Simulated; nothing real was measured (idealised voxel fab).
The following process module bears the name voxel gate over fins.
Cross-sectional view cut (width: 175 nm; square cell size: 5 nm).
Heads up, the way a cross-section reads in here is a grid of square cells, handed over as bands from the top down, with every band being one or more rows of cells. This entry defines a band. It first specifies the height of the band's top and the height of its bottom in nm, and then specifies the band's materials from left to right, stating each material with its width in nm. The word "all across" identifies a single material that fills the band from edge to edge, while the word "blank" identifies empty space. Ref level 0: as-received wafer is one material below here. Bottom band extends down with no lower bound ("0 -> down"). A width such as "30->40" changes by the same amount from each row of cells to the next, from the band's top row to its bottom row. "all unchanged" after a step means that no cell of the cross-section changed. Listed in "Enclosed void listing": every empty space of 8 or more cells without an open way to the top. Form: width x height at distance, the distance being from the left edge, all in nm. Anything after a step's settings on that line? It's the simulator's own note about the step. If you see "overlay nm" on a step's line and that step has a mask, it's telling you how far right of where it was planned the mask ended up; a negative number means it went left instead.

[List of planned process steps]
- 1: RECEIVE,material Si
- 2: CONFORMAL_DEP,material SiN,thk nm 10
- 3: MASKED_ETCH,tone cover,mask id FINS,width nm 15,pitch nm 45,etch materials SiN,depth nm 10,overlay nm 0
- 4: MASKED_ETCH,tone cover,mask id FINS,width nm 15,pitch nm 45,etch materials Si,depth nm 30,overlay nm 0
- 5: OXIDIZE,depth nm 5
- 6: FILL_DEP,material SiO2,thk nm 5
- 7: CMP,height nm 10
- 8: SELECTIVE_ETCH,etch materials SiO2,depth nm 20
- 9: STRIP,etch materials SiN
- 10: CONFORMAL_DEP,material HfO2,thk nm 5
- 11: CONFORMAL_DEP,material TiN,thk nm 5
- 12: CONFORMAL_DEP,material TiAl,thk nm 5
- 13: CONFORMAL_DEP,material TiN,thk nm 5
- 14: FILL_DEP,material W,thk nm 10
- 15: CMP,height nm 25
- 16: CONFORMAL_DEP,material SiCN,thk nm 5

[Received-state cross-section, reflecting completion of step 1]
- 0 -> down  Si all across
- Enclosed void listing: none

[Below is the wafer in cross-section after the module was completed. It began from the starting point shown above and followed the plan shown above, except that one mistake was made while running it]
- 30 -> 25  SiCN all across
- 25 -> 20  W all across
- 20 -> 15  TiN all across
- 15 -> 10  TiAl all across
- 10 -> 5  TiN all across
- 5 -> 0  HfO2 all across
- 0 -> -35  SiO2 40 nm, then Si 5 nm, then SiO2 40 nm, then Si 5 nm, then SiO2 40 nm, then Si 5 nm, then SiO2 40 nm
- -35 -> down  Si all across
- Enclosed void listing: none
In executing the process, a mistake was made relative to the plan: contrary to plan, step 8 was performed as SELECTIVE_ETCH,etch materials SiO2,depth nm 10
